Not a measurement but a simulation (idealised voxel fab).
The name of this process module is voxel fin reveal.
Cross-sectional view cut (width: 170 nm; square cell size: 5 nm).
Just so we're on the same page, the cross-sections are grids of square cells, and they're listed out in bands top to bottom, each band one or more rows deep. For a band, the entry starts with two heights in nm, that of the top and then that of the bottom, and carries on with the band's materials in order from left to right, each alongside its width in nm; the word "everywhere" beside a single material means it fills the band edge to edge, and "blank" means empty space. Where do heights start? At 0: under that level the wafer as delivered is made of one material only. And the lowest band has no floor; it just carries on downward, as in "0 -> down". Note: "30 to 40" means the width goes from the first number (top row of the band) to the second number (bottom row) in equal steps per row of cells. Given "nothing got changed" for a step, no cell of the cross-section differs between before and after that step. Empty spaces counting at least 8 cells and having no open way to the top are listed in "Closed void catalog". The notation width x height at distance is used for each, the distance being from the left edge and all three values in nm. Read whatever lies past the settings on a step's line as the simulator's own remark about the step. A step line may carry the setting "overlay nm", which, for steps involving a mask, states the distance by which the mask lay to the right of its intended position; negative values denote displacement to the left.
Listed below are the process steps as planned:
1. RECEIVE, material Si
2. CONFORMAL_DEP, material SiN, thk nm 5
3. MASKED_ETCH, tone cover, mask id FINS, width nm 15, pitch nm 35, etch materials SiN, depth nm 5, overlay nm 0
4. MASKED_ETCH, tone cover, mask id FINS, width nm 15, pitch nm 35, etch materials Si, depth nm 30, overlay nm 0
5. OXIDIZE, depth nm 5
6. FILL_DEP, material SiO2, thk nm 5
7. CMP, height nm 5
8. SELECTIVE_ETCH, etch materials SiO2, depth nm 20
9. STRIP, etch materials SiN
10. CONFORMAL_DEP, material SiO2, thk nm 5
So this is the incoming wafer in cross-section - it's already been through step 1:
  0 -> down = Si everywhere
  Closed void catalog: none
Post-module cross-section of the first of two wafers (run per plan):
  5 -> 0 = 25 of blank; 15 of SiO2; 20 of blank; 15 of SiO2; 20 of blank; 15 of SiO2; 20 of blank; 15 of SiO2; 25 of blank
  0 -> -10 = 25 of blank; 5 of SiO2; 5 of Si; 5 of SiO2; 20 of blank; 5 of SiO2; 5 of Si; 5 of SiO2; 20 of blank; 5 of SiO2; 5 of Si; 5 of SiO2; 20 of blank; 5 of SiO2; 5 of Si; 5 of SiO2; 25 of blank
  -10 -> -35 = 30 of SiO2; 5 of Si; 30 of SiO2; 5 of Si; 30 of SiO2; 5 of Si; 30 of SiO2; 5 of Si; 30 of SiO2
  -35 -> down = Si everywhere
  Closed void catalog: none
Wafer two cross-section, module end. Start and plan unchanged from wafer one; one mistake made during the run:
  5 -> 0 = 25 of SiO2; 15 of blank; 20 of SiO2; 15 of blank; 20 of SiO2; 15 of blank; 20 of SiO2; 15 of blank; 25 of SiO2
  0 -> -5 = 20 of Si; 25 of SiO2; 10 of Si; 25 of SiO2; 10 of Si; 25 of SiO2; 10 of Si; 25 of SiO2; 20 of Si
  -5 -> down = Si everywhere
  Closed void catalog: none
Against the plan, the run slipped here: contrary to plan, step 3 was performed as MASKED_ETCH, tone open, mask id FINS, width nm 15, pitch nm 35, etch materials SiN, depth nm 5, overlay nm 0
End check, counted in cells, second wafer has more or fewer of these materials than the first: +190 Si; -136 SiO2
